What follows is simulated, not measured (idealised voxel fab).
Process module in this document: voxel self aligned contacts
In the cross-section labelled cut, the width is 225 nm and each square cell is 5 nm.
Heads up, the way a cross-section reads in here is a grid of square cells, handed over as bands from the top down, with every band being one or more rows of cells.
Band: top and bottom heights (nm) first, top before bottom; then materials from left to right, widths in nm. "everywhere" marks a sole material filling the band edge to edge. "air" denotes empty space.
Where do heights start? At 0: under that level the wafer as delivered is made of one material only. And the lowest band has no floor; it just carries on downward, as in "z 0 and below".
A two-number width, for instance "30 to 40", indicates that the width is equal to the first number in the top row of the band and to the second number in the bottom row, and that it changes by a constant amount per row of cells.
"remains unaltered" (step): cross-section cells unchanged, all of them.
Sealed internal voids: empty space of 8 cells or more with no open way to the top, each as width x height at its distance from the left edge, in nm
That trailing text on a step's line, after the settings, is the simulator's own remark on the step.
overlay nm, on a step with a mask: how far to the right of its planned place the mask lay; to the left if negative
Pairs, read this way: before one process step on the one hand, after it on the other, the after cross-section ending at the lowest band that changed; the step between, settings included, beneath. Same starting wafer throughout, but possibly different runs of this module, so no pair continues from the pair above unless its entry headed "Before this step" says so.

# Before this step
	z 0 and below: Si everywhere
	Sealed internal voids: none

# State After Step
	z 0 to -5: SiO2 everywhere
	Anything lower than -5 is untouched.
	Sealed internal voids: none
The before and after cross-sections above differ by one step: op OXIDIZE | depth nm 5

Before this step: see preceding pair, after cross-section.

# State After Step
	z 20 to 0: polySi everywhere
	Anything lower than 0 is untouched.
	Sealed internal voids: none
The before and after cross-sections above differ by one step: op DIRECTIONAL_DEP | material polySi | thk nm 20

Before this step: see preceding pair, after cross-section.

# State After Step
	z 40 to 20: SiN everywhere
	Anything lower than 20 is untouched.
	Sealed internal voids: none
The before and after cross-sections above differ by one step: op DIRECTIONAL_DEP | material SiN | thk nm 20

Before this step: see preceding pair, after cross-section.

# State After Step
	z 50 to 40: aC everywhere
	Anything lower than 40 is untouched.
	Sealed internal voids: none
The before and after cross-sections above differ by one step: op DIRECTIONAL_DEP | material aC | thk nm 10

Before this step: see preceding pair, after cross-section.

# State After Step
	z 80 to 50: 50 of air / 25 of resist / 25 of air / 25 of resist / 25 of air / 25 of resist / 50 of air
	Anything lower than 50 is untouched.
	Sealed internal voids: none
The before and after cross-sections above differ by one step: op PATTERN | tone cover | mask id GATE | material resist | width nm 25 | pitch nm 50 | thk nm 30 | overlay nm 0

Before this step: see preceding pair, after cross-section.

# State After Step
	z 70 to 50: 50 of air / 25 of resist / 25 of air / 25 of resist / 25 of air / 25 of resist / 50 of air
	z 50 to 40: 50 of air / 25 of aC / 25 of air / 25 of aC / 25 of air / 25 of aC / 50 of air
	Anything lower than 40 is untouched.
	Sealed internal voids: none
The before and after cross-sections above differ by one step: op DIRECTIONAL_ETCH | etch materials aC | depth nm 10

Before this step: see preceding pair, after cross-section.

# State After Step
	z 50 to 40: 50 of air / 25 of aC / 25 of air / 25 of aC / 25 of air / 25 of aC / 50 of air
	Anything lower than 40 is untouched.
	Sealed internal voids: none
The before and after cross-sections above differ by one step: op STRIP | etch materials resist

Before this step: see preceding pair, after cross-section.

# State After Step
	z 50 to 40: 50 of air / 25 of aC / 25 of air / 25 of aC / 25 of air / 25 of aC / 50 of air
	z 40 to 20: 50 of air / 25 of SiN / 25 of air / 25 of SiN / 25 of air / 25 of SiN / 50 of air
	Anything lower than 20 is untouched.
	Sealed internal voids: none
The before and after cross-sections above differ by one step: op DIRECTIONAL_ETCH | etch materials SiN | depth nm 20

Before this step: see preceding pair, after cross-section.

# State After Step
	z 50 to 40: 50 of air / 25 of aC / 25 of air / 25 of aC / 25 of air / 25 of aC / 50 of air
	z 40 to 20: 50 of air / 25 of SiN / 25 of air / 25 of SiN / 25 of air / 25 of SiN / 50 of air
	z 20 to 0: 50 of air / 25 of polySi / 25 of air / 25 of polySi / 25 of air / 25 of polySi / 50 of air
	Anything lower than 0 is untouched.
	Sealed internal voids: none
The before and after cross-sections above differ by one step: op DIRECTIONAL_ETCH | etch materials polySi | depth nm 20

Before this step: see preceding pair, after cross-section.

# State After Step
	z 40 to 20: 50 of air / 25 of SiN / 25 of air / 25 of SiN / 25 of air / 25 of SiN / 50 of air
	Anything lower than 20 is untouched.
	Sealed internal voids: none
The before and after cross-sections above differ by one step: op STRIP | etch materials aC

Before this step: see preceding pair, after cross-section.

# State After Step
	z 45 to 20: 45 of air / 35 of SiN / 15 of air / 35 of SiN / 15 of air / 35 of SiN / 45 of air
	z 20 to 5: 45 of air / 5 of SiN / 25 of polySi / 5 of SiN / 15 of air / 5 of SiN / 25 of polySi / 5 of SiN / 15 of air / 5 of SiN / 25 of polySi / 5 of SiN / 45 of air
	z 5 to 0: 50 of SiN / 25 of polySi / 25 of SiN / 25 of polySi / 25 of SiN / 25 of polySi / 50 of SiN
	Anything lower than 0 is untouched.
	Sealed internal voids: none
The before and after cross-sections above differ by one step: op CONFORMAL_DEP | material SiN | thk nm 5

Before this step: see preceding pair, after cross-section.

# State After Step
	z 40 to 20: 45 of air / 35 of SiN / 15 of air / 35 of SiN / 15 of air / 35 of SiN / 45 of air
	z 20 to 0: 45 of air / 5 of SiN / 25 of polySi / 5 of SiN / 15 of air / 5 of SiN / 25 of polySi / 5 of SiN / 15 of air / 5 of SiN / 25 of polySi / 5 of SiN / 45 of air
	Anything lower than 0 is untouched.
	Sealed internal voids: none
The before and after cross-sections above differ by one step: op DIRECTIONAL_ETCH | etch materials SiN | depth nm 5

Before this step: see preceding pair, after cross-section.

# State After Step
	z 55 to 40: SiO2 everywhere
	z 40 to 20: 45 of SiO2 / 35 of SiN / 15 of SiO2 / 35 of SiN / 15 of SiO2 / 35 of SiN / 45 of SiO2
	z 20 to 0: 45 of SiO2 / 5 of SiN / 25 of polySi / 5 of SiN / 15 of SiO2 / 5 of SiN / 25 of polySi / 5 of SiN / 15 of SiO2 / 5 of SiN / 25 of polySi / 5 of SiN / 45 of SiO2
	Anything lower than 0 is untouched.
	Sealed internal voids: none
The before and after cross-sections above differ by one step: op FILL_DEP | material SiO2 | thk nm 15

Before this step: see preceding pair, after cross-section.

# State After Step
	z 50 to 40: SiO2 everywhere
	Anything lower than 40 is untouched.
	Sealed internal voids: none
The before and after cross-sections above differ by one step: op CMP | height nm 50

Before this step: see preceding pair, after cross-section.

# State After Step
	z 70 to 50: 70 of resist / 35 of air / 15 of resist / 35 of air / 70 of resist
	Anything lower than 50 is untouched.
	Sealed internal voids: none
The before and after cross-sections above differ by one step: op PATTERN | tone open | mask id CONTACT | material resist | width nm 35 | pitch nm 50 | thk nm 20 | overlay nm 0

Before this step: see preceding pair, after cross-section.

# State After Step
	z 70 to 50: 70 of resist / 35 of air / 15 of resist / 35 of air / 70 of resist
	z 50 to 40: 70 of SiO2 / 35 of air / 15 of SiO2 / 35 of air / 70 of SiO2
	z 40 to 20: 45 of SiO2 / 35 of SiN / 15 of air / 35 of SiN / 15 of air / 35 of SiN / 45 of SiO2
	z 20 to 0: 45 of SiO2 / 5 of SiN / 25 of polySi / 5 of SiN / 15 of air / 5 of SiN / 25 of polySi / 5 of SiN / 15 of air / 5 of SiN / 25 of polySi / 5 of SiN / 45 of SiO2
	z 0 to -5: 80 of SiO2 / 15 of air / 35 of SiO2 / 15 of air / 80 of SiO2
	Anything lower than -5 is untouched.
	Sealed internal voids: none
The before and after cross-sections above differ by one step: op DIRECTIONAL_ETCH | etch materials SiO2 | depth nm 55

Before this step: see preceding pair, after cross-section.

# State After Step
	z 50 to 40: 70 of SiO2 / 35 of air / 15 of SiO2 / 35 of air / 70 of SiO2
	Anything lower than 40 is untouched.
	Sealed internal voids: none
The before and after cross-sections above differ by one step: op STRIP | etch materials resist

Before this step: see preceding pair, after cross-section.

# State After Step
	z 55 to 50: 75 of TiN / 25 of air / 25 of TiN / 25 of air / 75 of TiN
	z 50 to 40: 70 of SiO2 / 5 to 15 of TiN / 25 to 5 of air / 5 to 15 of TiN / 15 of SiO2 / 5 to 15 of TiN / 25 to 5 of air / 5 to 15 of TiN / 70 of SiO2
	z 40 to 20: 45 of SiO2 / 35 of SiN / 5 of TiN / 5 of air / 5 of TiN / 35 of SiN / 5 of TiN / 5 of air / 5 of TiN / 35 of SiN / 45 of SiO2
	z 20 to 0: 45 of SiO2 / 5 of SiN / 25 of polySi / 5 of SiN / 5 of TiN / 5 of air / 5 of TiN / 5 of SiN / 25 of polySi / 5 of SiN / 5 of TiN / 5 of air / 5 of TiN / 5 of SiN / 25 of polySi / 5 of SiN / 45 of SiO2
	z 0 to -5: 80 of SiO2 / 15 of TiN / 35 of SiO2 / 15 of TiN / 80 of SiO2
	Anything lower than -5 is untouched.
	Sealed internal voids: none
The before and after cross-sections above differ by one step: op CONFORMAL_DEP | material TiN | thk nm 5

Before this step: see preceding pair, after cross-section.

# State After Step
	z 60 to 55: Ru everywhere
	z 55 to 50: 75 of TiN / 25 of Ru / 25 of TiN / 25 of Ru / 75 of TiN
	z 50 to 40: 70 of SiO2 / 5 to 15 of TiN / 25 to 5 of Ru / 5 to 15 of TiN / 15 of SiO2 / 5 to 15 of TiN / 25 to 5 of Ru / 5 to 15 of TiN / 70 of SiO2
	z 40 to 20: 45 of SiO2 / 35 of SiN / 5 of TiN / 5 of Ru / 5 of TiN / 35 of SiN / 5 of TiN / 5 of Ru / 5 of TiN / 35 of SiN / 45 of SiO2
	z 20 to 0: 45 of SiO2 / 5 of SiN / 25 of polySi / 5 of SiN / 5 of TiN / 5 of Ru / 5 of TiN / 5 of SiN / 25 of polySi / 5 of SiN / 5 of TiN / 5 of Ru / 5 of TiN / 5 of SiN / 25 of polySi / 5 of SiN / 45 of SiO2
	Anything lower than 0 is untouched.
	Sealed internal voids: none
The before and after cross-sections above differ by one step: op FILL_DEP | material Ru | thk nm 5

Before this step: see preceding pair, after cross-section.

# State After Step
	z 50 to 40: 70 of SiO2 / 5 to 15 of TiN / 25 to 5 of Ru / 5 to 15 of TiN / 15 of SiO2 / 5 to 15 of TiN / 25 to 5 of Ru / 5 to 15 of TiN / 70 of SiO2
	Anything lower than 40 is untouched.
	Sealed internal voids: none
The before and after cross-sections above differ by one step: op CMP | height nm 50

Before this step: see preceding pair, after cross-section.

# State After Step
	z 55 to 50: SiCN everywhere
	Anything lower than 50 is untouched.
	Sealed internal voids: none
The before and after cross-sections above differ by one step: op CONFORMAL_DEP | material SiCN | thk nm 5

# Before this step
	z 40 to 20: 50 of air / 25 of SiN / 25 of air / 25 of SiN / 25 of air / 25 of SiN / 50 of air
	z 20 to 0: 50 of air / 25 of polySi / 25 of air / 25 of polySi / 25 of air / 25 of polySi / 50 of air
	z 0 to -5: SiO2 everywhere
	z -5 and below: Si everywhere
	Sealed internal voids: none

# State After Step
	z 35 to 20: 50 of air / 25 of SiN / 25 of air / 25 of SiN / 25 of air / 25 of SiN / 50 of air
	Anything lower than 20 is untouched.
	Sealed internal voids: none
The before and after cross-sections above differ by one step: op DIRECTIONAL_ETCH | etch materials SiN | depth nm 5

Before this step: see preceding pair, after cross-section.

# State After Step
	z 50 to 35: SiO2 everywhere
	z 35 to 20: 50 of SiO2 / 25 of SiN / 25 of SiO2 / 25 of SiN / 25 of SiO2 / 25 of SiN / 50 of SiO2
	z 20 to 0: 50 of SiO2 / 25 of polySi / 25 of SiO2 / 25 of polySi / 25 of SiO2 / 25 of polySi / 50 of SiO2
	Anything lower than 0 is untouched.
	Sealed internal voids: none
The before and after cross-sections above differ by one step: op FILL_DEP | material SiO2 | thk nm 15

Before this step: see preceding pair, after cross-section.

# State After Step
	z 70 to 50: 70 of resist / 35 of air / 15 of resist / 35 of air / 70 of resist
	Anything lower than 50 is untouched.
	Sealed internal voids: none
The before and after cross-sections above differ by one step: op PATTERN | tone open | mask id CONTACT | material resist | width nm 35 | pitch nm 50 | thk nm 20 | overlay nm 0

Before this step: see preceding pair, after cross-section.

# State After Step
	z 70 to 50: 70 of resist / 35 of air / 15 of resist / 35 of air / 70 of resist
	z 50 to 35: 70 of SiO2 / 35 of air / 15 of SiO2 / 35 of air / 70 of SiO2
	z 35 to 20: 50 of SiO2 / 25 of SiN / 25 of air / 25 of SiN / 25 of air / 25 of SiN / 50 of SiO2
	z 20 to 0: 50 of SiO2 / 25 of polySi / 25 of air / 25 of polySi / 25 of air / 25 of polySi / 50 of SiO2
	z 0 to -5: 75 of SiO2 / 25 of air / 25 of SiO2 / 25 of air / 75 of SiO2
	Anything lower than -5 is untouched.
	Sealed internal voids: none
The before and after cross-sections above differ by one step: op DIRECTIONAL_ETCH | etch materials SiO2 | depth nm 55

Before this step: see preceding pair, after cross-section.

# State After Step
	z 50 to 35: 70 of SiO2 / 35 of air / 15 of SiO2 / 35 of air / 70 of SiO2
	Anything lower than 35 is untouched.
	Sealed internal voids: none
The before and after cross-sections above differ by one step: op STRIP | etch materials resist

Before this step: see preceding pair, after cross-section.

# State After Step
	z 55 to 50: 75 of TiN / 25 of air / 25 of TiN / 25 of air / 75 of TiN
	z 50 to 40: 70 of SiO2 / 5 of TiN / 25 of air / 5 of TiN / 15 of SiO2 / 5 of TiN / 25 of air / 5 of TiN / 70 of SiO2
	z 40 to 35: 70 of SiO2 / 10 of TiN / 15 of air / 10 of TiN / 15 of SiO2 / 10 of TiN / 15 of air / 10 of TiN / 70 of SiO2
	z 35 to 20: 50 of SiO2 / 25 of SiN / 5 of TiN / 15 of air / 5 of TiN / 25 of SiN / 5 of TiN / 15 of air / 5 of TiN / 25 of SiN / 50 of SiO2
	z 20 to 0: 50 of SiO2 / 25 of polySi / 5 of TiN / 15 of air / 5 of TiN / 25 of polySi / 5 of TiN / 15 of air / 5 of TiN / 25 of polySi / 50 of SiO2
	z 0 to -5: 75 of SiO2 / 25 of TiN / 25 of SiO2 / 25 of TiN / 75 of SiO2
	Anything lower than -5 is untouched.
	Sealed internal voids: none
The before and after cross-sections above differ by one step: op CONFORMAL_DEP | material TiN | thk nm 5

Before this step: see preceding pair, after cross-section.

# State After Step
	z 60 to 55: Ru everywhere
	z 55 to 50: 75 of TiN / 25 of Ru / 25 of TiN / 25 of Ru / 75 of TiN
	z 50 to 40: 70 of SiO2 / 5 of TiN / 25 of Ru / 5 of TiN / 15 of SiO2 / 5 of TiN / 25 of Ru / 5 of TiN / 70 of SiO2
	z 40 to 35: 70 of SiO2 / 10 of TiN / 15 of Ru / 10 of TiN / 15 of SiO2 / 10 of TiN / 15 of Ru / 10 of TiN / 70 of SiO2
	z 35 to 20: 50 of SiO2 / 25 of SiN / 5 of TiN / 15 of Ru / 5 of TiN / 25 of SiN / 5 of TiN / 15 of Ru / 5 of TiN / 25 of SiN / 50 of SiO2
	z 20 to 0: 50 of SiO2 / 25 of polySi / 5 of TiN / 15 of Ru / 5 of TiN / 25 of polySi / 5 of TiN / 15 of Ru / 5 of TiN / 25 of polySi / 50 of SiO2
	Anything lower than 0 is untouched.
	Sealed internal voids: none
The before and after cross-sections above differ by one step: op FILL_DEP | material Ru | thk nm 5

Before this step: see preceding pair, after cross-section.

# State After Step
	z 50 to 40: 70 of SiO2 / 5 of TiN / 25 of Ru / 5 of TiN / 15 of SiO2 / 5 of TiN / 25 of Ru / 5 of TiN / 70 of SiO2
	Anything lower than 40 is untouched.
	Sealed internal voids: none
The before and after cross-sections above differ by one step: op CMP | height nm 50

Before this step: see preceding pair, after cross-section.

# State After Step
	z 55 to 50: SiCN everywhere
	Anything lower than 50 is untouched.
	Sealed internal voids: none
The before and after cross-sections above differ by one step: op CONFORMAL_DEP | material SiCN | thk nm 5

# Before this step
	z 20 to 0: polySi everywhere
	z 0 to -5: SiO2 everywhere
	z -5 and below: Si everywhere
	Sealed internal voids: none

# State After Step
	z 40 to 0: polySi everywhere
	Anything lower than 0 is untouched.
	Sealed internal voids: none
The before and after cross-sections above differ by one step: op DIRECTIONAL_DEP | material polySi | thk nm 20

Before this step: see preceding pair, after cross-section.

# State After Step
	z 60 to 40: SiN everywhere
	Anything lower than 40 is untouched.
	Sealed internal voids: none
The before and after cross-sections above differ by one step: op DIRECTIONAL_DEP | material SiN | thk nm 20

Before this step: see preceding pair, after cross-section.

# State After Step
	z 70 to 60: aC everywhere
	Anything lower than 60 is untouched.
	Sealed internal voids: none
The before and after cross-sections above differ by one step: op DIRECTIONAL_DEP | material aC | thk nm 10

Before this step: see preceding pair, after cross-section.

# State After Step
	z 100 to 70: 50 of air / 25 of resist / 25 of air / 25 of resist / 25 of air / 25 of resist / 50 of air
	Anything lower than 70 is untouched.
	Sealed internal voids: none
The before and after cross-sections above differ by one step: op PATTERN | tone cover | mask id GATE | material resist | width nm 25 | pitch nm 50 | thk nm 30 | overlay nm 0

Before this step: see preceding pair, after cross-section.

# State After Step
	z 90 to 70: 50 of air / 25 of resist / 25 of air / 25 of resist / 25 of air / 25 of resist / 50 of air
	z 70 to 60: 50 of air / 25 of aC / 25 of air / 25 of aC / 25 of air / 25 of aC / 50 of air
	Anything lower than 60 is untouched.
	Sealed internal voids: none
The before and after cross-sections above differ by one step: op DIRECTIONAL_ETCH | etch materials aC | depth nm 10

Before this step: see preceding pair, after cross-section.

# State After Step
	z 70 to 60: 50 of air / 25 of aC / 25 of air / 25 of aC / 25 of air / 25 of aC / 50 of air
	Anything lower than 60 is untouched.
	Sealed internal voids: none
The before and after cross-sections above differ by one step: op STRIP | etch materials resist

Before this step: see preceding pair, after cross-section.

# State After Step
	z 70 to 60: 50 of air / 25 of aC / 25 of air / 25 of aC / 25 of air / 25 of aC / 50 of air
	z 60 to 40: 50 of air / 25 of SiN / 25 of air / 25 of SiN / 25 of air / 25 of SiN / 50 of air
	Anything lower than 40 is untouched.
	Sealed internal voids: none
The before and after cross-sections above differ by one step: op DIRECTIONAL_ETCH | etch materials SiN | depth nm 20

Before this step: see preceding pair, after cross-section.

# State After Step
	z 70 to 60: 50 of air / 25 of aC / 25 of air / 25 of aC / 25 of air / 25 of aC / 50 of air
	z 60 to 40: 50 of air / 25 of SiN / 25 of air / 25 of SiN / 25 of air / 25 of SiN / 50 of air
	z 40 to 20: 50 of air / 25 of polySi / 25 of air / 25 of polySi / 25 of air / 25 of polySi / 50 of air
	Anything lower than 20 is untouched.
	Sealed internal voids: none
The before and after cross-sections above differ by one step: op DIRECTIONAL_ETCH | etch materials polySi | depth nm 20

Before this step: see preceding pair, after cross-section.

# State After Step
	z 60 to 40: 50 of air / 25 of SiN / 25 of air / 25 of SiN / 25 of air / 25 of SiN / 50 of air
	Anything lower than 40 is untouched.
	Sealed internal voids: none
The before and after cross-sections above differ by one step: op STRIP | etch materials aC

Before this step: see preceding pair, after cross-section.

# State After Step
	z 65 to 40: 45 of air / 35 of SiN / 15 of air / 35 of SiN / 15 of air / 35 of SiN / 45 of air
	z 40 to 25: 45 of air / 5 of SiN / 25 of polySi / 5 of SiN / 15 of air / 5 of SiN / 25 of polySi / 5 of SiN / 15 of air / 5 of SiN / 25 of polySi / 5 of SiN / 45 of air
	z 25 to 20: 50 of SiN / 25 of polySi / 25 of SiN / 25 of polySi / 25 of SiN / 25 of polySi / 50 of SiN
	Anything lower than 20 is untouched.
	Sealed internal voids: none
The before and after cross-sections above differ by one step: op CONFORMAL_DEP | material SiN | thk nm 5

Before this step: see preceding pair, after cross-section.

# State After Step
	z 60 to 40: 45 of air / 35 of SiN / 15 of air / 35 of SiN / 15 of air / 35 of SiN / 45 of air
	z 40 to 20: 45 of air / 5 of SiN / 25 of polySi / 5 of SiN / 15 of air / 5 of SiN / 25 of polySi / 5 of SiN / 15 of air / 5 of SiN / 25 of polySi / 5 of SiN / 45 of air
	Anything lower than 20 is untouched.
	Sealed internal voids: none
The before and after cross-sections above differ by one step: op DIRECTIONAL_ETCH | etch materials SiN | depth nm 5

Before this step: see preceding pair, after cross-section.

# State After Step
	z 75 to 60: SiO2 everywhere
	z 60 to 40: 45 of SiO2 / 35 of SiN / 15 of SiO2 / 35 of SiN / 15 of SiO2 / 35 of SiN / 45 of SiO2
	z 40 to 20: 45 of SiO2 / 5 of SiN / 25 of polySi / 5 of SiN / 15 of SiO2 / 5 of SiN / 25 of polySi / 5 of SiN / 15 of SiO2 / 5 of SiN / 25 of polySi / 5 of SiN / 45 of SiO2
	Anything lower than 20 is untouched.
	Sealed internal voids: none
The before and after cross-sections above differ by one step: op FILL_DEP | material SiO2 | thk nm 15

Before this step: see preceding pair, after cross-section.

# State After Step
	z 50 to 40: 45 of SiO2 / 35 of SiN / 15 of SiO2 / 35 of SiN / 15 of SiO2 / 35 of SiN / 45 of SiO2
	Anything lower than 40 is untouched.
	Sealed internal voids: none
The before and after cross-sections above differ by one step: op CMP | height nm 50

Before this step: see preceding pair, after cross-section.

# State After Step
	z 70 to 50: 70 of resist / 35 of air / 15 of resist / 35 of air / 70 of resist
	Anything lower than 50 is untouched.
	Sealed internal voids: none
The before and after cross-sections above differ by one step: op PATTERN | tone open | mask id CONTACT | material resist | width nm 35 | pitch nm 50 | thk nm 20 | overlay nm 0

Before this step: see preceding pair, after cross-section.

# State After Step
	z 70 to 50: 70 of resist / 35 of air / 15 of resist / 35 of air / 70 of resist
	z 50 to 40: 45 of SiO2 / 35 of SiN / 15 of air / 35 of SiN / 15 of air / 35 of SiN / 45 of SiO2
	z 40 to 20: 45 of SiO2 / 5 of SiN / 25 of polySi / 5 of SiN / 15 of air / 5 of SiN / 25 of polySi / 5 of SiN / 15 of air / 5 of SiN / 25 of polySi / 5 of SiN / 45 of SiO2
	Anything lower than 20 is untouched.
	Sealed internal voids: none
The before and after cross-sections above differ by one step: op DIRECTIONAL_ETCH | etch materials SiO2 | depth nm 55

Before this step: see preceding pair, after cross-section.

# State After Step
	z 50 to 40: 45 of SiO2 / 35 of SiN / 15 of air / 35 of SiN / 15 of air / 35 of SiN / 45 of SiO2
	Anything lower than 40 is untouched.
	Sealed internal voids: none
The before and after cross-sections above differ by one step: op STRIP | etch materials resist

Before this step: see preceding pair, after cross-section.

# State After Step
	z 55 to 50: 85 of TiN / 5 of air / 45 of TiN / 5 of air / 85 of TiN
	z 50 to 40: 45 of SiO2 / 35 of SiN / 5 of TiN / 5 of air / 5 of TiN / 35 of SiN / 5 of TiN / 5 of air / 5 of TiN / 35 of SiN / 45 of SiO2
	z 40 to 25: 45 of SiO2 / 5 of SiN / 25 of polySi / 5 of SiN / 5 of TiN / 5 of air / 5 of TiN / 5 of SiN / 25 of polySi / 5 of SiN / 5 of TiN / 5 of air / 5 of TiN / 5 of SiN / 25 of polySi / 5 of SiN / 45 of SiO2
	z 25 to 20: 45 of SiO2 / 5 of SiN / 25 of polySi / 5 of SiN / 15 of TiN / 5 of SiN / 25 of polySi / 5 of SiN / 15 of TiN / 5 of SiN / 25 of polySi / 5 of SiN / 45 of SiO2
	Anything lower than 20 is untouched.
	Sealed internal voids: none
The before and after cross-sections above differ by one step: op CONFORMAL_DEP | material TiN | thk nm 5

Before this step: see preceding pair, after cross-section.

# State After Step
	z 60 to 55: Ru everywhere
	z 55 to 50: 85 of TiN / 5 of Ru / 45 of TiN / 5 of Ru / 85 of TiN
	z 50 to 40: 45 of SiO2 / 35 of SiN / 5 of TiN / 5 of Ru / 5 of TiN / 35 of SiN / 5 of TiN / 5 of Ru / 5 of TiN / 35 of SiN / 45 of SiO2
	z 40 to 25: 45 of SiO2 / 5 of SiN / 25 of polySi / 5 of SiN / 5 of TiN / 5 of Ru / 5 of TiN / 5 of SiN / 25 of polySi / 5 of SiN / 5 of TiN / 5 of Ru / 5 of TiN / 5 of SiN / 25 of polySi / 5 of SiN / 45 of SiO2
	Anything lower than 25 is untouched.
	Sealed internal voids: none
The before and after cross-sections above differ by one step: op FILL_DEP | material Ru | thk nm 5

Before this step: see preceding pair, after cross-section.

# State After Step
	z 50 to 40: 45 of SiO2 / 35 of SiN / 5 of TiN / 5 of Ru / 5 of TiN / 35 of SiN / 5 of TiN / 5 of Ru / 5 of TiN / 35 of SiN / 45 of SiO2
	Anything lower than 40 is untouched.
	Sealed internal voids: none
The before and after cross-sections above differ by one step: op CMP | height nm 50

Before this step: see preceding pair, after cross-section.

# State After Step
	z 55 to 50: SiCN everywhere
	Anything lower than 50 is untouched.
	Sealed internal voids: none
The before and after cross-sections above differ by one step: op CONFORMAL_DEP | material SiCN | thk nm 5

# Before this step
	z 0 to -5: SiO2 everywhere
	z -5 and below: Si everywhere
	Sealed internal voids: none

# State After Step
	z 20 to 0: SiN everywhere
	Anything lower than 0 is untouched.
	Sealed internal voids: none
The before and after cross-sections above differ by one step: op DIRECTIONAL_DEP | material SiN | thk nm 20

Before this step: see preceding pair, after cross-section.

# State After Step
	z 40 to 20: polySi everywhere
	Anything lower than 20 is untouched.
	Sealed internal voids: none
The before and after cross-sections above differ by one step: op DIRECTIONAL_DEP | material polySi | thk nm 20

Before this step: see preceding pair, after cross-section.

# State After Step
	z 50 to 40: aC everywhere
	Anything lower than 40 is untouched.
	Sealed internal voids: none
The before and after cross-sections above differ by one step: op DIRECTIONAL_DEP | material aC | thk nm 10

Before this step: see preceding pair, after cross-section.

# State After Step
	z 80 to 50: 50 of air / 25 of resist / 25 of air / 25 of resist / 25 of air / 25 of resist / 50 of air
	Anything lower than 50 is untouched.
	Sealed internal voids: none
The before and after cross-sections above differ by one step: op PATTERN | tone cover | mask id GATE | material resist | width nm 25 | pitch nm 50 | thk nm 30 | overlay nm 0

Before this step: see preceding pair, after cross-section.

# State After Step
	z 70 to 50: 50 of air / 25 of resist / 25 of air / 25 of resist / 25 of air / 25 of resist / 50 of air
	z 50 to 40: 50 of air / 25 of aC / 25 of air / 25 of aC / 25 of air / 25 of aC / 50 of air
	Anything lower than 40 is untouched.
	Sealed internal voids: none
The before and after cross-sections above differ by one step: op DIRECTIONAL_ETCH | etch materials aC | depth nm 10

Before this step: see preceding pair, after cross-section.

# State After Step
	z 50 to 40: 50 of air / 25 of aC / 25 of air / 25 of aC / 25 of air / 25 of aC / 50 of air
	Anything lower than 40 is untouched.
	Sealed internal voids: none
The before and after cross-sections above differ by one step: op STRIP | etch materials resist

Before this step: see preceding pair, after cross-section.

# State After Step
	z 50 to 40: 50 of air / 25 of aC / 25 of air / 25 of aC / 25 of air / 25 of aC / 50 of air
	z 40 to 20: 50 of air / 25 of polySi / 25 of air / 25 of polySi / 25 of air / 25 of polySi / 50 of air
	Anything lower than 20 is untouched.
	Sealed internal voids: none
The before and after cross-sections above differ by one step: op DIRECTIONAL_ETCH | etch materials polySi | depth nm 20

Before this step: see preceding pair, after cross-section.

# State After Step
	z 40 to 20: 50 of air / 25 of polySi / 25 of air / 25 of polySi / 25 of air / 25 of polySi / 50 of air
	Anything lower than 20 is untouched.
	Sealed internal voids: none
The before and after cross-sections above differ by one step: op STRIP | etch materials aC

Before this step: see preceding pair, after cross-section.

# State After Step
	z 45 to 40: 45 of air / 35 of SiN / 15 of air / 35 of SiN / 15 of air / 35 of SiN / 45 of air
	z 40 to 25: 45 of air / 5 of SiN / 25 of polySi / 5 of SiN / 15 of air / 5 of SiN / 25 of polySi / 5 of SiN / 15 of air / 5 of SiN / 25 of polySi / 5 of SiN / 45 of air
	z 25 to 20: 50 of SiN / 25 of polySi / 25 of SiN / 25 of polySi / 25 of SiN / 25 of polySi / 50 of SiN
	Anything lower than 20 is untouched.
	Sealed internal voids: none
The before and after cross-sections above differ by one step: op CONFORMAL_DEP | material SiN | thk nm 5

Before this step: see preceding pair, after cross-section.

# State After Step
	z 40 to 20: 45 of air / 5 of SiN / 25 of polySi / 5 of SiN / 15 of air / 5 of SiN / 25 of polySi / 5 of SiN / 15 of air / 5 of SiN / 25 of polySi / 5 of SiN / 45 of air
	Anything lower than 20 is untouched.
	Sealed internal voids: none
The before and after cross-sections above differ by one step: op DIRECTIONAL_ETCH | etch materials SiN | depth nm 5

Before this step: see preceding pair, after cross-section.

# State After Step
	z 55 to 40: SiO2 everywhere
	z 40 to 20: 45 of SiO2 / 5 of SiN / 25 of polySi / 5 of SiN / 15 of SiO2 / 5 of SiN / 25 of polySi / 5 of SiN / 15 of SiO2 / 5 of SiN / 25 of polySi / 5 of SiN / 45 of SiO2
	Anything lower than 20 is untouched.
	Sealed internal voids: none
The before and after cross-sections above differ by one step: op FILL_DEP | material SiO2 | thk nm 15

Before this step: see preceding pair, after cross-section.

# State After Step
	z 50 to 40: SiO2 everywhere
	Anything lower than 40 is untouched.
	Sealed internal voids: none
The before and after cross-sections above differ by one step: op CMP | height nm 50

Before this step: see preceding pair, after cross-section.

# State After Step
	z 70 to 50: 70 of resist / 35 of air / 15 of resist / 35 of air / 70 of resist
	Anything lower than 50 is untouched.
	Sealed internal voids: none
The before and after cross-sections above differ by one step: op PATTERN | tone open | mask id CONTACT | material resist | width nm 35 | pitch nm 50 | thk nm 20 | overlay nm 0

Before this step: see preceding pair, after cross-section.

# State After Step
	z 70 to 50: 70 of resist / 35 of air / 15 of resist / 35 of air / 70 of resist
	z 50 to 40: 70 of SiO2 / 35 of air / 15 of SiO2 / 35 of air / 70 of SiO2
	z 40 to 20: 45 of SiO2 / 5 of SiN / 25 of polySi / 5 of SiN / 15 of air / 5 of SiN / 25 of polySi / 5 of SiN / 15 of air / 5 of SiN / 25 of polySi / 5 of SiN / 45 of SiO2
	Anything lower than 20 is untouched.
	Sealed internal voids: none
The before and after cross-sections above differ by one step: op DIRECTIONAL_ETCH | etch materials SiO2 | depth nm 55

Before this step: see preceding pair, after cross-section.

# State After Step
	z 50 to 40: 70 of SiO2 / 35 of air / 15 of SiO2 / 35 of air / 70 of SiO2
	Anything lower than 40 is untouched.
	Sealed internal voids: none
The before and after cross-sections above differ by one step: op STRIP | etch materials resist
